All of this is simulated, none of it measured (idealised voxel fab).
process module | voxel capacitor over wiring
cross-section cut | 240 nm wide | cells 5 nm
A cross-section is a grid of square cells, given in bands from the top down. A band is one or more rows of cells.
Each band's line starts with the height of the band's top and of its bottom, in nm. Then come its materials from left to right, each with its width in nm. One material with "throughout" fills the band from edge to edge. "air" is empty space.
Height 0 is the level under which the wafer as received is all one material. The lowest band goes on downwards, as in "0 down".
A width such as "30 to 40" changes by the same amount from each row of cells to the next, from the band's top row to its bottom row.
"no change" after a step means that no cell of the cross-section changed.
closed voids: empty space of 8 cells or more with no open way to the top, each as width x height at its distance from the left edge, in nm
after a step's settings: what the simulator itself notes on the step
overlay nm, on a step with a mask: how far to the right of its planned place the mask lay; to the left if negative
plan
1 op RECEIVE | material Si
2 op CONFORMAL_DEP | material SiO2 | thk nm 10
3 op DIRECTIONAL_DEP | material TiN | thk nm 5
4 op DIRECTIONAL_DEP | material W | thk nm 15
5 op DIRECTIONAL_DEP | material aC | thk nm 10
6 op PATTERN | tone cover | mask id METAL_1 | material resist | width nm 30 | pitch nm 95 | thk nm 25 | overlay nm 0
7 op DIRECTIONAL_ETCH | etch materials aC | depth nm 10
8 op STRIP | etch materials resist
9 op DIRECTIONAL_ETCH | etch materials W | depth nm 15
10 op DIRECTIONAL_ETCH | etch materials TiN | depth nm 5
11 op STRIP | etch materials aC
12 op CONFORMAL_DEP | material SiN | thk nm 5
13 op FILL_DEP | material lowk | thk nm 5
14 op CMP | height nm 30
15 op CONFORMAL_DEP | material SiCN | thk nm 5
16 op DIRECTIONAL_DEP | material lowk | thk nm 10
17 op PATTERN | tone open | mask id PLUG_1 | material resist | width nm 15 | thk nm 20 | overlay nm 0
18 op DIRECTIONAL_ETCH | etch materials lowk | depth nm 10
19 op DIRECTIONAL_ETCH | etch materials SiCN | depth nm 5
20 op STRIP | etch materials resist
21 op CONFORMAL_DEP | material TiN | thk nm 5
22 op FILL_DEP | material Ru | thk nm 5
23 op CMP | height nm 45
24 op DIRECTIONAL_DEP | material TiN | thk nm 5
25 op DIRECTIONAL_DEP | material Al2O3 | thk nm 5
26 op DIRECTIONAL_DEP | material TiN | thk nm 5
27 op DIRECTIONAL_DEP | material aC | thk nm 15
28 op PATTERN | tone cover | mask id UPPER_PLATE | material resist | width nm 70 | thk nm 35 | overlay nm 0
29 op DIRECTIONAL_ETCH | etch materials aC | depth nm 15
30 op STRIP | etch materials resist
31 op DIRECTIONAL_ETCH | etch materials TiN | depth nm 5
32 op DIRECTIONAL_ETCH | etch materials Al2O3 | depth nm 5
33 op STRIP | etch materials aC
34 op MASKED_ETCH | tone cover | mask id LOWER_PLATE | width nm 80 | etch materials TiN | depth nm 5 | overlay nm 0
35 op FILL_DEP | material SiO2 | thk nm 20
36 op CMP | height nm 75
37 op MASKED_ETCH | tone open | mask id PLUG_2 | width nm 15 | etch materials SiO2 | depth nm 5 | overlay nm 0
38 op CONFORMAL_DEP | material TiN | thk nm 5
39 op FILL_DEP | material Ru | thk nm 5
40 op CMP | height nm 75
41 op CONFORMAL_DEP | material SiN | thk nm 5
varied across the wafers: depth nm of step 37. The plan shows the first wafer's value. All wafers start alike
first wafer as received, after step 1
  0 down: Si throughout
  closed voids: none
each wafer at the end: cells of each material gained (+) or lost (-) since it was received, then its closed voids
depth nm 5 | +14 Al2O3 | +2 Ru | +45 SiCN | +96 SiN | +337 SiO2 | +52 TiN | +36 W | +186 lowk | closed voids: none
depth nm 10 | +14 Al2O3 | +3 Ru | +45 SiCN | +96 SiN | +334 SiO2 | +54 TiN | +36 W | +186 lowk | closed voids: none
depth nm 15 | +14 Al2O3 | +4 Ru | +45 SiCN | +96 SiN | +331 SiO2 | +56 TiN | +36 W | +186 lowk | closed voids: none
depth nm 20 | +14 Al2O3 | +4 Ru | +45 SiCN | +96 SiN | +331 SiO2 | +56 TiN | +36 W | +186 lowk | closed voids: none
depth nm 25 | +14 Al2O3 | +4 Ru | +45 SiCN | +96 SiN | +331 SiO2 | +56 TiN | +36 W | +186 lowk | closed voids: none
depth nm 30 | +14 Al2O3 | +4 Ru | +45 SiCN | +96 SiN | +331 SiO2 | +56 TiN | +36 W | +186 lowk | closed voids: none
